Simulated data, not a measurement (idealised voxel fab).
The process module that follows is named voxel transistor to metal.
Square cells of 5 nm make up the cross-section cut, whose width is 170 nm.
The cross-sections in this document take the form of a grid made of square cells. They are written out as bands, in order from top to bottom. Each band consists of one or more rows of cells.
Heads up on the band format: heights come first, top then bottom, in nm. After that it's the materials left to right, each with its width in nm. A single material flagged "throughout" fills the whole band edge to edge, and "blank" means there's empty space there.
Height 0 is the level under which the wafer as received is all one material. The lowest band goes on downwards, as in "0 -> down".
Note: "30 to 40" means the width goes from the first number (top row of the band) to the second number (bottom row) in equal steps per row of cells.
When a step is marked "everything unchanged", none of the cells in the cross-section changed during that step.
Any empty space of 8 cells or more lacking an open way to the top shows up in "Enclosed cavities" as width x height at distance, distance from the left edge, in nm.
Past the settings on a step's line: simulator remark, on that step.
If you see "overlay nm" on a step's line and that step has a mask, it's telling you how far right of where it was planned the mask ended up; a negative number means it went left instead.

BELOW IS THE LIST OF PLANNED PROCESS STEPS
| 1 | RECEIVE with material Si |
| 2 | CONFORMAL_DEP with material SiO2, thk nm 5 |
| 3 | CONFORMAL_DEP with material SiN, thk nm 10 |
| 4 | PATTERN with tone cover, mask id ACTIVE, material resist, width nm 95, thk nm 15, overlay nm 0 |
| 5 | DIRECTIONAL_ETCH with etch materials SiN, depth nm 10 |
| 6 | DIRECTIONAL_ETCH with etch materials SiO2, depth nm 5 |
| 7 | DIRECTIONAL_ETCH with etch materials Si, depth nm 35 |
| 8 | STRIP with etch materials resist |
| 9 | FILL_DEP with material SiO2, thk nm 10 |
| 10 | CMP with height nm 15 |
| 11 | SELECTIVE_ETCH with etch materials SiO2, depth nm 5 |
| 12 | STRIP with etch materials SiN |
| 13 | SELECTIVE_ETCH with etch materials SiO2, depth nm 5 |
| 14 | OXIDIZE with depth nm 5 |
| 15 | DIRECTIONAL_DEP with material polySi, thk nm 25 |
| 16 | DIRECTIONAL_DEP with material SiCN, thk nm 10 |
| 17 | PATTERN with tone cover, mask id GATE, material resist, width nm 25, thk nm 15, overlay nm 0 |
| 18 | DIRECTIONAL_ETCH with etch materials SiCN, depth nm 20 |
| 19 | DIRECTIONAL_ETCH with etch materials polySi, depth nm 35 |
| 20 | STRIP with etch materials resist |
| 21 | CONFORMAL_DEP with material SiO2, thk nm 5 |
| 22 | DIRECTIONAL_ETCH with etch materials SiO2, depth nm 5 |
| 23 | CONFORMAL_DEP with material SiN, thk nm 10 |
| 24 | DIRECTIONAL_ETCH with etch materials SiN, depth nm 10 |
| 25 | DIRECTIONAL_ETCH with etch materials SiO2, depth nm 5 |
| 26 | DIRECTIONAL_ETCH with etch materials Si, depth nm 10 |
| 27 | EPI with material SiGe, thk nm 10 |
| 28 | FILL_DEP with material SiO2, thk nm 5 |
| 29 | CMP with height nm 35 |
| 30 | DIRECTIONAL_DEP with material SiO2, thk nm 15 |
| 31 | MASKED_ETCH with tone open, mask id CONTACT, width nm 25, pitch nm 60, etch materials SiO2, depth nm 45, overlay nm 0 |
| 32 | CONFORMAL_DEP with material TiN, thk nm 5 |
| 33 | FILL_DEP with material W, thk nm 5 |
| 34 | CMP with height nm 50 |
| 35 | DIRECTIONAL_DEP with material TiN, thk nm 5 |
| 36 | DIRECTIONAL_DEP with material Ru, thk nm 25 |
| 37 | PATTERN with tone cover, mask id METAL_1, material resist, width nm 15, pitch nm 70, thk nm 15, overlay nm 0 |
| 38 | DIRECTIONAL_ETCH with etch materials Ru, depth nm 25 |
| 39 | DIRECTIONAL_ETCH with etch materials TiN, depth nm 5 |
| 40 | STRIP with etch materials resist |
| 41 | FILL_DEP with material SiO2, thk nm 5 |
| 42 | CMP with height nm 80 |
| 43 | CONFORMAL_DEP with material SiCN, thk nm 5 |
| 44 | DIRECTIONAL_DEP with material SiO2, thk nm 25 |
| 45 | PATTERN with tone open, mask id METAL_2, material resist, width nm 15, pitch nm 70, thk nm 20, overlay nm 0 |
| 46 | DIRECTIONAL_ETCH with etch materials SiO2, depth nm 5 |
| 47 | STRIP with etch materials resist |
| 48 | DIRECTIONAL_DEP with material aC, thk nm 10 |
| 49 | PATTERN with tone open, mask id METAL_2_HOLES, material resist, width nm 15, pitch nm 70, thk nm 30, overlay nm 0 |
| 50 | DIRECTIONAL_ETCH with etch materials aC, depth nm 10 |
| 51 | STRIP with etch materials resist |
| 52 | DIRECTIONAL_ETCH with etch materials SiO2, depth nm 10 |
| 53 | DIRECTIONAL_ETCH with etch materials SiCN, depth nm 5 |
| 54 | STRIP with etch materials aC |
| 55 | CONFORMAL_DEP with material TiN, thk nm 5 |
| 56 | FILL_DEP with material Ru, thk nm 10 |
| 57 | CMP with height nm 110 |
| 58 | CONFORMAL_DEP with material SiN, thk nm 5 |
The depth nm used in step 46 is not the same on every wafer, whereas the starting condition is; the value printed in the plan is the first wafer's.

CROSS-SECTION OF THE FIRST INCOMING WAFER OF SEVERAL, STATE AFTER STEP 1
	0 -> down | Si throughout
	Enclosed cavities: none

HERE'S THE FIRST OF SEVERAL WAFERS IN CROSS-SECTION, END OF THE MODULE, AFTER THE LAST STEP, STEP 58
	115 -> 110 | SiN throughout
	110 -> 100 | 40 SiO2, then 5 TiN, then 5 Ru, then 5 TiN, then 55 SiO2, then 5 TiN, then 5 Ru, then 5 TiN, then 45 SiO2
	100 -> 95 | 40 SiO2, then 15 TiN, then 55 SiO2, then 15 TiN, then 45 SiO2
	95 -> 85 | SiO2 throughout
	85 -> 80 | SiCN throughout
	80 -> 55 | 40 SiO2, then 15 Ru, then 55 SiO2, then 15 Ru, then 45 SiO2
	55 -> 50 | 40 SiO2, then 15 TiN, then 55 SiO2, then 15 TiN, then 45 SiO2
	50 -> 40 | 40 SiO2, then 5 TiN, then 15 W, then 5 TiN, then 35 SiO2, then 5 TiN, then 15 W, then 5 TiN, then 45 SiO2
	40 -> 35 | 40 SiO2, then 5 TiN, then 5 W, then 15 TiN, then 35 SiO2, then 15 TiN, then 5 W, then 5 TiN, then 45 SiO2
	35 -> 25 | 40 SiO2, then 5 TiN, then 5 W, then 5 TiN, then 10 SiN, then 5 SiO2, then 25 SiCN, then 5 SiO2, then 10 SiN, then 5 TiN, then 5 W, then 5 TiN, then 45 SiO2
	25 -> 10 | 40 SiO2, then 5 TiN, then 5 W, then 5 TiN, then 10 SiN, then 5 SiO2, then 25 polySi, then 5 SiO2, then 10 SiN, then 5 TiN, then 5 W, then 5 TiN, then 45 SiO2
	10 -> 5 | 40 SiO2, then 15 TiN, then 10 SiN, then 5 SiO2, then 25 polySi, then 5 SiO2, then 10 SiN, then 15 TiN, then 45 SiO2
	5 -> 0 | 35 SiO2, then 10 SiN, then 10 SiGe, then 10 SiN, then 5 SiO2, then 25 polySi, then 5 SiO2, then 10 SiN, then 10 SiGe, then 10 SiN, then 40 SiO2
	0 -> -5 | 45 SiO2, then 10 SiGe, then 55 SiO2, then 10 SiGe, then 50 SiO2
	-5 -> -15 | 35 SiO2, then 10 Si, then 10 SiGe, then 55 Si, then 10 SiGe, then 10 Si, then 40 SiO2
	-15 -> -35 | 35 SiO2, then 95 Si, then 40 SiO2
	-35 -> down | Si throughout
	Enclosed cavities: none

WAFER CROSS-SECTION (LAST WAFER, MODULE END)
	115 -> 110 | SiN throughout
	110 -> 85 | 40 SiO2, then 5 TiN, then 5 Ru, then 5 TiN, then 55 SiO2, then 5 TiN, then 5 Ru, then 5 TiN, then 45 SiO2
	85 -> 80 | 40 SiCN, then 15 TiN, then 55 SiCN, then 15 TiN, then 45 SiCN
	80 -> 55 | 40 SiO2, then 15 Ru, then 55 SiO2, then 15 Ru, then 45 SiO2
	55 -> 50 | 40 SiO2, then 15 TiN, then 55 SiO2, then 15 TiN, then 45 SiO2
	50 -> 40 | 40 SiO2, then 5 TiN, then 15 W, then 5 TiN, then 35 SiO2, then 5 TiN, then 15 W, then 5 TiN, then 45 SiO2
	40 -> 35 | 40 SiO2, then 5 TiN, then 5 W, then 15 TiN, then 35 SiO2, then 15 TiN, then 5 W, then 5 TiN, then 45 SiO2
	35 -> 25 | 40 SiO2, then 5 TiN, then 5 W, then 5 TiN, then 10 SiN, then 5 SiO2, then 25 SiCN, then 5 SiO2, then 10 SiN, then 5 TiN, then 5 W, then 5 TiN, then 45 SiO2
	25 -> 10 | 40 SiO2, then 5 TiN, then 5 W, then 5 TiN, then 10 SiN, then 5 SiO2, then 25 polySi, then 5 SiO2, then 10 SiN, then 5 TiN, then 5 W, then 5 TiN, then 45 SiO2
	10 -> 5 | 40 SiO2, then 15 TiN, then 10 SiN, then 5 SiO2, then 25 polySi, then 5 SiO2, then 10 SiN, then 15 TiN, then 45 SiO2
	5 -> 0 | 35 SiO2, then 10 SiN, then 10 SiGe, then 10 SiN, then 5 SiO2, then 25 polySi, then 5 SiO2, then 10 SiN, then 10 SiGe, then 10 SiN, then 40 SiO2
	0 -> -5 | 45 SiO2, then 10 SiGe, then 55 SiO2, then 10 SiGe, then 50 SiO2
	-5 -> -15 | 35 SiO2, then 10 Si, then 10 SiGe, then 55 Si, then 10 SiGe, then 10 Si, then 40 SiO2
	-15 -> -35 | 35 SiO2, then 95 Si, then 40 SiO2
	-35 -> down | Si throughout
	Enclosed cavities: none

WAFER ROWS; END OF MODULE; CELLS PER MATERIAL SINCE RECEIPT: (+) GAINED, (-) LOST; THEN CLOSED VOIDS
depth nm 5; +34 Ru; -132 Si; +44 SiCN; +16 SiGe; +66 SiN; +643 SiO2; +62 TiN; +24 W; +25 polySi; Enclosed cavities: none
depth nm 10; +36 Ru; -132 Si; +44 SiCN; +16 SiGe; +66 SiN; +637 SiO2; +66 TiN; +24 W; +25 polySi; Enclosed cavities: none
depth nm 15; +40 Ru; -132 Si; +38 SiCN; +16 SiGe; +66 SiN; +631 SiO2; +74 TiN; +24 W; +25 polySi; Enclosed cavities: none
depth nm 20; +40 Ru; -132 Si; +38 SiCN; +16 SiGe; +66 SiN; +631 SiO2; +74 TiN; +24 W; +25 polySi; Enclosed cavities: none
depth nm 25; +40 Ru; -132 Si; +38 SiCN; +16 SiGe; +66 SiN; +631 SiO2; +74 TiN; +24 W; +25 polySi; Enclosed cavities: none
depth nm 30; +40 Ru; -132 Si; +38 SiCN; +16 SiGe; +66 SiN; +631 SiO2; +74 TiN; +24 W; +25 polySi; Enclosed cavities: none
